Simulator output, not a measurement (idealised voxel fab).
process module | voxel quadruple lines
cross-section cut | 190 nm wide | cells 5 nm
A cross-section is a grid of square cells, given in bands from the top down. A band is one or more rows of cells.
Each band's line starts with the height of the band's top and of its bottom, in nm. Then come its materials from left to right, each with its width in nm. One material with "throughout" fills the band from edge to edge. "air" is empty space.
Height 0 is the level under which the wafer as received is all one material. The lowest band goes on downwards, as in "0 down".
A width such as "30 to 40" changes by the same amount from each row of cells to the next, from the band's top row to its bottom row.
"no change" after a step means that no cell of the cross-section changed.
closed voids: empty space of 8 cells or more with no open way to the top, each as width x height at its distance from the left edge, in nm
after a step's settings: what the simulator itself notes on the step
overlay nm, on a step with a mask: how far to the right of its planned place the mask lay; to the left if negative
plan
1 op RECEIVE | material Si
2 op CONFORMAL_DEP | material SiO2 | thk nm 5
3 op DIRECTIONAL_DEP | material Ru | thk nm 10
4 op DIRECTIONAL_DEP | material polySi | thk nm 15
5 op DIRECTIONAL_DEP | material aC | thk nm 25
6 op PATTERN | tone cover | mask id MANDREL | material resist | width nm 30 | thk nm 30 | overlay nm 0
7 op DIRECTIONAL_ETCH | etch materials aC | depth nm 25
8 op STRIP | etch materials resist
9 op CONFORMAL_DEP | material SiO2 | thk nm 10
10 op DIRECTIONAL_ETCH | etch materials SiO2 | depth nm 10
11 op STRIP | etch materials aC
12 op DIRECTIONAL_ETCH | etch materials polySi | depth nm 15
13 op STRIP | etch materials SiO2
14 op CONFORMAL_DEP | material SiCN | thk nm 10
15 op DIRECTIONAL_ETCH | etch materials SiCN | depth nm 10
16 op STRIP | etch materials polySi
17 op DIRECTIONAL_ETCH | etch materials Ru | depth nm 10
18 op STRIP | etch materials SiCN
as received, after step 1
  0 down: Si throughout
  closed voids: none
a wafer at the end: this start, this plan, one mistake
  15 to 5: air 70 | Ru 10 | air 10 | Ru 10 | air 10 | Ru 10 | air 10 | Ru 10 | air 50
  5 to 0: SiO2 throughout
  0 down: Si throughout
  closed voids: none
what went wrong: step 6 ran as: op PATTERN | tone cover | mask id MANDREL | material resist | width nm 30 | thk nm 30 | overlay nm 10
